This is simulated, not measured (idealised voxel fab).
process module | voxel tone inversion
cross-section cut | 205 nm wide | cells 5 nm
A cross-section is a grid of square cells, given in bands from the top down. A band is one or more rows of cells.
Each band's line starts with the height of the band's top and of its bottom, in nm. Then come its materials from left to right, each with its width in nm. One material with "throughout" fills the band from edge to edge. "air" is empty space.
Height 0 is the level under which the wafer as received is all one material. The lowest band goes on downwards, as in "0 down".
A width such as "30 to 40" changes by the same amount from each row of cells to the next, from the band's top row to its bottom row.
"no change" after a step means that no cell of the cross-section changed.
closed voids: empty space of 8 cells or more with no open way to the top, each as width x height at its distance from the left edge, in nm
after a step's settings: what the simulator itself notes on the step
overlay nm, on a step with a mask: how far to the right of its planned place the mask lay; to the left if negative
plan
1 op RECEIVE | material Si
2 op CONFORMAL_DEP | material SiCN | thk nm 5
3 op DIRECTIONAL_DEP | material aC | thk nm 25
4 op PATTERN | tone cover | mask id POSTS | material resist | width nm 25 | pitch nm 40 | thk nm 35 | overlay nm 0
5 op DIRECTIONAL_ETCH | etch materials aC | depth nm 25
6 op STRIP | etch materials resist
7 op FILL_DEP | material lowk | thk nm 10
8 op CMP | height nm 30
9 op STRIP | etch materials aC
10 op CONFORMAL_DEP | material TiN | thk nm 5
11 op FILL_DEP | material Cu | thk nm 5
12 op CMP | height nm 30
13 op CONFORMAL_DEP | material SiN | thk nm 5
as received, after step 1
  0 down: Si throughout
  closed voids: none
a wafer at the end: this start, this plan, one mistake
  35 to 30: SiCN throughout
  30 to 10: lowk 30 | TiN 5 | Cu 15 | TiN 5 | lowk 15 | TiN 5 | Cu 15 | TiN 5 | lowk 15 | TiN 5 | Cu 15 | TiN 5 | lowk 15 | TiN 5 | Cu 15 | TiN 5 | lowk 30
  10 to 5: lowk 30 | TiN 25 | lowk 15 | TiN 25 | lowk 15 | TiN 25 | lowk 15 | TiN 25 | lowk 30
  5 to 0: SiCN throughout
  0 down: Si throughout
  closed voids: none
what went wrong: step 13 ran as: op CONFORMAL_DEP | material SiCN | thk nm 5
